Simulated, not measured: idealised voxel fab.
Title: Process Module voxel trench capacitor
The figure presents cross-section cut, which has a width of 280 nm and is divided into square cells with an edge length of 5 nm.
We lay out every cross-section as a grid of square cells and spell it out in bands from the top down, where one band means one or more rows of cells. For a band, the entry starts with two heights in nm, that of the top and then that of the bottom, and carries on with the band's materials in order from left to right, each alongside its width in nm; the word "full width" beside a single material means it fills the band edge to edge, and "air" means empty space. Convention: height 0 is the level below which the wafer, as received, is all one material. The lowest band does not terminate at the bottom but continues downward, represented as "from 0 down". With a width like "30->40", each row of cells in the band differs from the next by the same amount, the top row carrying the first number and the bottom row the second. Step note "nothing got changed" = no cross-section cell changed. Closed empty spaces (no open way to the top) of 8 cells or more are what "Voids, enclosed" lists, each as width x height at distance from the left edge, nm for all three. Text after the settings on a step's line: the simulator's own remark on that step. overlay nm: mask offset rightward from planned place, masked step; negative means leftward offset.
# Process steps - plan
- 1: RECEIVE | material Si
- 2: CONFORMAL_DEP | material SiN | thk nm 10
- 3: DIRECTIONAL_DEP | material aC | thk nm 15
- 4: PATTERN | tone open | mask id TRENCH | material resist | width nm 30 | pitch nm 45 | thk nm 35 | overlay nm 0
- 5: DIRECTIONAL_ETCH | etch materials aC | depth nm 15
- 6: STRIP | etch materials resist
- 7: DIRECTIONAL_ETCH | etch materials SiN | depth nm 10
- 8: DIRECTIONAL_ETCH | etch materials Si | depth nm 30
- 9: STRIP | etch materials aC
- 10: CONFORMAL_DEP | material HfO2 | thk nm 5
- 11: CONFORMAL_DEP | material TiN | thk nm 5
- 12: FILL_DEP | material W | thk nm 10
- 13: CMP | height nm 10
# Cross-section of the wafer as it came to us, i.e., already through step 1
- from 0 down: Si full width
- Voids, enclosed: none
# The module was run from the start shown above using the plan shown above, but one mistake was made doing it; the resulting wafer cross-section is below
- from 10 to 0: 100 nm SiN / 5 nm HfO2 / 5 nm TiN / 10 nm W / 5 nm TiN / 5 nm HfO2 / 15 nm SiN / 5 nm HfO2 / 5 nm TiN / 10 nm W / 5 nm TiN / 5 nm HfO2 / 105 nm SiN
- from 0 to -50: 100 nm Si / 5 nm HfO2 / 5 nm TiN / 10 nm W / 5 nm TiN / 5 nm HfO2 / 15 nm Si / 5 nm HfO2 / 5 nm TiN / 10 nm W / 5 nm TiN / 5 nm HfO2 / 105 nm Si
- from -50 to -55: 100 nm Si / 5 nm HfO2 / 20 nm TiN / 5 nm HfO2 / 15 nm Si / 5 nm HfO2 / 20 nm TiN / 5 nm HfO2 / 105 nm Si
- from -55 to -60: 100 nm Si / 30 nm HfO2 / 15 nm Si / 30 nm HfO2 / 105 nm Si
- from -60 down: Si full width
- Voids, enclosed: none
What went wrong in running the wafer? step 8 of the plan was twice carried out
